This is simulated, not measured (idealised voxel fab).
A process module follows: voxel gate over fins.
Section shown: cut. Width: 215 nm. Cell size: 5 nm, square.
Cross-section format: a grid of square cells, given as bands from top to bottom; each band is one or more rows of cells. A band entry consists of two parts. The first gives the height of the band's top and the height of its bottom, in nm. The rest lists the band's materials from left to right, each with its width in nm. A single material labelled with the word "throughout" fills the band from edge to edge, and the word "blank" marks empty space. Height reference: 0 = level under which incoming wafer is all one material. Lowest band: no bottom, runs on downward, e.g. "top 0, no bottom". The notation "30->40" denotes a width that varies across the rows of cells in the band, beginning at the first number in the top row, finishing at the second number in the bottom row, and changing by an identical amount from each row to the next. Where the words "remains unaltered" appear for a step, the cross-section shows no cell changed by that step; every cell remained as before. What "Closed void inventory" gives you is every empty space of 8 cells or more that is cut off from the top. Each appears as width x height at distance, with the distance taken from the left edge and width, height and distance all in nm. If you see something after the settings on a step's line, that's the simulator's own remark about that step. The "overlay nm" setting may appear on a step's line; for a step that uses a mask, it gives how far to the right of its planned position the mask lay, and a negative value indicates the left.
# Steps in the process plan
1. RECEIVE: material Si
2. CONFORMAL_DEP: material SiN, thk nm 10
3. DIRECTIONAL_DEP: material aC, thk nm 10
4. PATTERN: tone cover, mask id FINS, material resist, width nm 15, pitch nm 40, thk nm 30, overlay nm 0
5. DIRECTIONAL_ETCH: etch materials aC, depth nm 10
6. STRIP: etch materials resist
7. DIRECTIONAL_ETCH: etch materials SiN, depth nm 10
8. DIRECTIONAL_ETCH: etch materials Si, depth nm 30
9. STRIP: etch materials aC
10. OXIDIZE: depth nm 5
11. FILL_DEP: material SiO2, thk nm 5
12. CMP: height nm 10
13. SELECTIVE_ETCH: etch materials SiO2, depth nm 20
14. STRIP: etch materials SiN
15. CONFORMAL_DEP: material HfO2, thk nm 5
16. CONFORMAL_DEP: material TiN, thk nm 5
17. FILL_DEP: material W, thk nm 10
18. CMP: height nm 15
19. CONFORMAL_DEP: material SiCN, thk nm 5
# Shown in cross-section is the wafer as received, that is, as it stands after step 1
  top 0, no bottom | Si throughout
  Closed void inventory: none
# Below is the wafer in cross-section after the module was completed. It began from the starting point shown above and followed the plan shown above, except that one mistake was made while running it
  top 20, bottom 15 | SiCN throughout
  top 15, bottom 10 | W throughout
  top 10, bottom 5 | 55 W, 25 TiN, 15 W, 25 TiN, 15 W, 25 TiN, 55 W
  top 5, bottom 0 | 55 W, 5 TiN, 15 HfO2, 5 TiN, 15 W, 5 TiN, 15 HfO2, 5 TiN, 15 W, 5 TiN, 15 HfO2, 5 TiN, 55 W
  top 0, bottom -5 | 60 TiN, 5 HfO2, 5 Si, 5 HfO2, 25 TiN, 5 HfO2, 5 Si, 5 HfO2, 25 TiN, 5 HfO2, 5 Si, 5 HfO2, 60 TiN
  top -5, bottom -10 | 65 HfO2, 5 Si, 35 HfO2, 5 Si, 35 HfO2, 5 Si, 65 HfO2
  top -10, bottom -65 | 65 SiO2, 5 Si, 35 SiO2, 5 Si, 35 SiO2, 5 Si, 65 SiO2
  top -65, no bottom | Si throughout
  Closed void inventory: none
Plan not followed: execution of plan step 8 occurred twice
